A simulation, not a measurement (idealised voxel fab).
The process module presented herein is designated voxel released beams.
The width of the displayed cross-section, cut, is 210 nm; its cells are square, with a size of 5 nm.
A cross-section in this document is a grid of square cells, and it is written down as bands, the top band listed before the ones below it; a band is made up of one or more rows of cells.
Within each band entry, the heights of the top and of the bottom of the band appear first, in that order and in nm; the materials of the band then follow from left to right, each with its corresponding width in nm. The designation "full width" on a single material indicates that it fills the band from edge to edge; the designation "blank" indicates empty space.
Convention: height 0 is the level below which the wafer, as received, is all one material. The lowest band does not terminate at the bottom but continues downward, represented as "0..down".
So if you see something like "30 to 40" for the width, read it as the top row of the band sitting at the first number and the bottom row at the second, with every row in between moving by the same amount as the last.
For the purposes of this document, the phrase "no change occurred" attached to a step denotes that no cell within the cross-section was modified by that step.
Enclosed voids (no open way to top), threshold 8 cells or more, entry "closed voids", notation width x height at distance, distance from left edge, nm.
Step line, after settings: the simulator's comment on this step.
The setting "overlay nm" may be written on the line of a step. When the step uses a mask, the value reports how far to the right of the planned place the mask lay, and a negative value reports that it lay to the left.
# Here's what the planned process steps look like
- 1: RECEIVE [material Si]
- 2: CONFORMAL_DEP [material Al2O3] [thk nm 10]
- 3: DIRECTIONAL_DEP [material SiO2] [thk nm 20]
- 4: PATTERN [tone open] [mask id ANCHOR] [material resist] [width nm 35] [thk nm 20] [overlay nm 0]
- 5: DIRECTIONAL_ETCH [etch materials SiO2] [depth nm 20]
- 6: STRIP [etch materials resist]
- 7: CONFORMAL_DEP [material polySi] [thk nm 15]
- 8: MASKED_ETCH [tone cover] [mask id BEAM] [width nm 115] [etch materials polySi] [depth nm 15] [overlay nm 0]
- 9: STRIP [etch materials SiO2]
# Cross-sectional view of the wafer in its as-received condition, corresponding to the state after step 1
  0..down: Si full width
  closed voids: none
# Cross-section at module end, one run error; start and plan unchanged from above
  45..30: blank 40 nm  polySi 25 nm  blank 5 nm  polySi 85 nm  blank 55 nm
  30..25: blank 50 nm  polySi 15 nm  blank 5 nm  polySi 15 nm  blank 125 nm
  25..10: blank 50 nm  polySi 35 nm  blank 125 nm
  10..0: Al2O3 full width
  0..down: Si full width
  closed voids: none
Run error: planned and actual differ for step 8; actual: MASKED_ETCH [tone cover] [mask id BEAM] [width nm 115] [etch materials polySi] [depth nm 15] [overlay nm -5]
